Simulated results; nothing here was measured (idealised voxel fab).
The following is a process module called voxel transistor to metal.
The cross-section on display is named cut; it measures 215 nm wide, and its cells are 5 nm squares.
A cross-section is a grid of square cells, given in bands from the top down. A band is one or more rows of cells.
First you get the band's top height and its bottom height, in nm, and then the materials it's made of, left to right, with each width in nm. If you see a single material with "edge to edge", that one covers the band edge to edge. "empty" is empty space.
Ref level 0: as-received wafer is one material below here. Bottom band extends down with no lower bound ("top 0, no bottom").
Quick explanation for "30 to 40": the width changes in equal steps down the rows of cells, from the first number in the band's top row to the second number in its bottom row.
You'll sometimes find "identical to before" written for a step, and that's the way of saying that nowhere in the cross-section did a cell change during that step.
"Closed cavity list": sealed empty spaces, 8 cells or more, no open way to top, listed width x height at distance, with distance from the left edge and width, height and distance in nm.
Formally, on a step line, whatever follows the settings is a remark that the simulator itself makes on the step.
On any step carrying a mask, the "overlay nm" setting, if present on the step's line, tells how far right of its planned place the mask lay; negative values point to the left.
Here's what the planned process steps look like
1. RECEIVE (material Si)
2. CONFORMAL_DEP (material SiO2; thk nm 5)
3. CONFORMAL_DEP (material SiN; thk nm 15)
4. MASKED_ETCH (tone cover; mask id ACTIVE; width nm 110; etch materials SiN; depth nm 15; overlay nm 0)
5. MASKED_ETCH (tone cover; mask id ACTIVE; width nm 110; etch materials SiO2; depth nm 5; overlay nm 0)
6. MASKED_ETCH (tone cover; mask id ACTIVE; width nm 110; etch materials Si; depth nm 25; overlay nm 0)
7. OXIDIZE (depth nm 5)
8. FILL_DEP (material SiO2; thk nm 15)
9. CMP (height nm 20)
10. SELECTIVE_ETCH (etch materials SiO2; depth nm 15)
11. STRIP (etch materials SiN)
12. SELECTIVE_ETCH (etch materials SiO2; depth nm 5)
13. OXIDIZE (depth nm 5)
14. DIRECTIONAL_DEP (material polySi; thk nm 30)
15. DIRECTIONAL_DEP (material SiCN; thk nm 15)
16. DIRECTIONAL_DEP (material aC; thk nm 15)
17. PATTERN (tone cover; mask id GATE; material resist; width nm 30; thk nm 30; overlay nm 0)
18. DIRECTIONAL_ETCH (etch materials aC; depth nm 15)
19. STRIP (etch materials resist)
20. DIRECTIONAL_ETCH (etch materials SiCN; depth nm 25)
21. DIRECTIONAL_ETCH (etch materials polySi; depth nm 40)
22. STRIP (etch materials aC)
23. CONFORMAL_DEP (material SiO2; thk nm 5)
24. DIRECTIONAL_ETCH (etch materials SiO2; depth nm 5)
25. CONFORMAL_DEP (material SiN; thk nm 5)
26. DIRECTIONAL_ETCH (etch materials SiN; depth nm 5)
27. DIRECTIONAL_ETCH (etch materials SiO2; depth nm 5)
28. DIRECTIONAL_ETCH (etch materials Si; depth nm 5)
29. EPI (material pSi; thk nm 5)
30. FILL_DEP (material SiO2; thk nm 5)
31. CMP (height nm 30)
32. STRIP (etch materials polySi)
33. SELECTIVE_ETCH (etch materials SiO2; depth nm 5)
34. CONFORMAL_DEP (material HfO2; thk nm 5)
35. CONFORMAL_DEP (material TiN; thk nm 5)
36. FILL_DEP (material W; thk nm 5)
37. CMP (height nm 25)
38. DIRECTIONAL_DEP (material SiO2; thk nm 15)
39. DIRECTIONAL_DEP (material aC; thk nm 15)
40. PATTERN (tone open; mask id CONTACT; material resist; width nm 20; pitch nm 80; thk nm 30; overlay nm 0)
41. DIRECTIONAL_ETCH (etch materials aC; depth nm 15)
42. STRIP (etch materials resist)
43. DIRECTIONAL_ETCH (etch materials SiO2; depth nm 45)
44. STRIP (etch materials aC)
45. CONFORMAL_DEP (material TiN; thk nm 5)
46. FILL_DEP (material W; thk nm 10)
47. CMP (height nm 40)
48. DIRECTIONAL_DEP (material TiN; thk nm 5)
49. DIRECTIONAL_DEP (material Ru; thk nm 20)
50. DIRECTIONAL_DEP (material aC; thk nm 10)
51. PATTERN (tone cover; mask id METAL_1; material resist; width nm 20; pitch nm 80; thk nm 25; overlay nm 0)
52. DIRECTIONAL_ETCH (etch materials aC; depth nm 10)
53. STRIP (etch materials resist)
54. DIRECTIONAL_ETCH (etch materials Ru; depth nm 20)
55. DIRECTIONAL_ETCH (etch materials TiN; depth nm 5)
56. STRIP (etch materials aC)
57. CONFORMAL_DEP (material SiCN; thk nm 5)
58. FILL_DEP (material SiO2; thk nm 10)
59. CMP (height nm 65)
60. CONFORMAL_DEP (material SiCN; thk nm 5)
Cross-sectional view of the wafer in its as-received condition, corresponding to the state after step 1
    top 0, no bottom = Si edge to edge
    Closed cavity list: none
The first of two wafers, cross-sectioned at the end of the module, with the run proceeding as planned
    top 70, bottom 65 = SiCN edge to edge
    top 65, bottom 45 = SiO2 50, then SiCN 5, then Ru 20, then SiCN 5, then SiO2 50, then SiCN 5, then Ru 20, then SiCN 5, then SiO2 55
    top 45, bottom 40 = SiCN 55, then TiN 20, then SiCN 60, then TiN 20, then SiCN 60
    top 40, bottom 25 = SiO2 55, then TiN 5, then W 10, then TiN 5, then SiO2 60, then TiN 5, then W 10, then TiN 5, then SiO2 60
    top 25, bottom 5 = SiO2 55, then TiN 5, then W 10, then TiN 5, then SiO2 5, then SiN 5, then HfO2 5, then TiN 5, then W 20, then TiN 5, then HfO2 5, then SiN 5, then SiO2 5, then TiN 5, then W 10, then TiN 5, then SiO2 60
    top 5, bottom 0 = SiO2 55, then TiN 5, then W 10, then TiN 5, then SiO2 5, then SiN 5, then HfO2 5, then TiN 30, then HfO2 5, then SiN 5, then SiO2 5, then TiN 5, then W 10, then TiN 5, then SiO2 60
    top 0, bottom -5 = SiO2 55, then TiN 20, then pSi 5, then SiO2 5, then HfO2 40, then SiO2 5, then pSi 5, then TiN 20, then SiO2 60
    top -5, bottom -10 = SiO2 55, then pSi 25, then Si 50, then pSi 25, then SiO2 60
    top -10, bottom -30 = SiO2 55, then Si 100, then SiO2 60
    top -30, no bottom = Si edge to edge
    Closed cavity list: none
The second wafer, shown in cross-section after the module: started the same way as the first and given the same plan, yet one mistake crept into how it was run
    top 70, bottom 65 = SiCN edge to edge
    top 65, bottom 45 = Ru 55, then SiCN 5, then SiO2 10, then SiCN 5, then Ru 60, then SiCN 5, then SiO2 10, then SiCN 5, then Ru 60
    top 45, bottom 40 = TiN 55, then SiCN 20, then TiN 60, then SiCN 20, then TiN 60
    top 40, bottom 25 = SiO2 55, then TiN 5, then W 10, then TiN 5, then SiO2 60, then TiN 5, then W 10, then TiN 5, then SiO2 60
    top 25, bottom 5 = SiO2 55, then TiN 5, then W 10, then TiN 5, then SiO2 5, then SiN 5, then HfO2 5, then TiN 5, then W 20, then TiN 5, then HfO2 5, then SiN 5, then SiO2 5, then TiN 5, then W 10, then TiN 5, then SiO2 60
    top 5, bottom 0 = SiO2 55, then TiN 5, then W 10, then TiN 5, then SiO2 5, then SiN 5, then HfO2 5, then TiN 30, then HfO2 5, then SiN 5, then SiO2 5, then TiN 5, then W 10, then TiN 5, then SiO2 60
    top 0, bottom -5 = SiO2 55, then TiN 20, then pSi 5, then SiO2 5, then HfO2 40, then SiO2 5, then pSi 5, then TiN 20, then SiO2 60
    top -5, bottom -10 = SiO2 55, then pSi 25, then Si 50, then pSi 25, then SiO2 60
    top -10, bottom -30 = SiO2 55, then Si 100, then SiO2 60
    top -30, no bottom = Si edge to edge
    Closed cavity list: none
Deviation noted in wafer processing: so step 51 ended up running with a different setting than we planned, it ran as PATTERN (tone open; mask id METAL_1; material resist; width nm 20; pitch nm 80; thk nm 25; overlay nm 0)
Final comparison by cell count, materials where the second wafer has more or fewer than the first: 108 more of Ru; 27 fewer of SiCN; 108 fewer of SiO2; 27 more of TiN
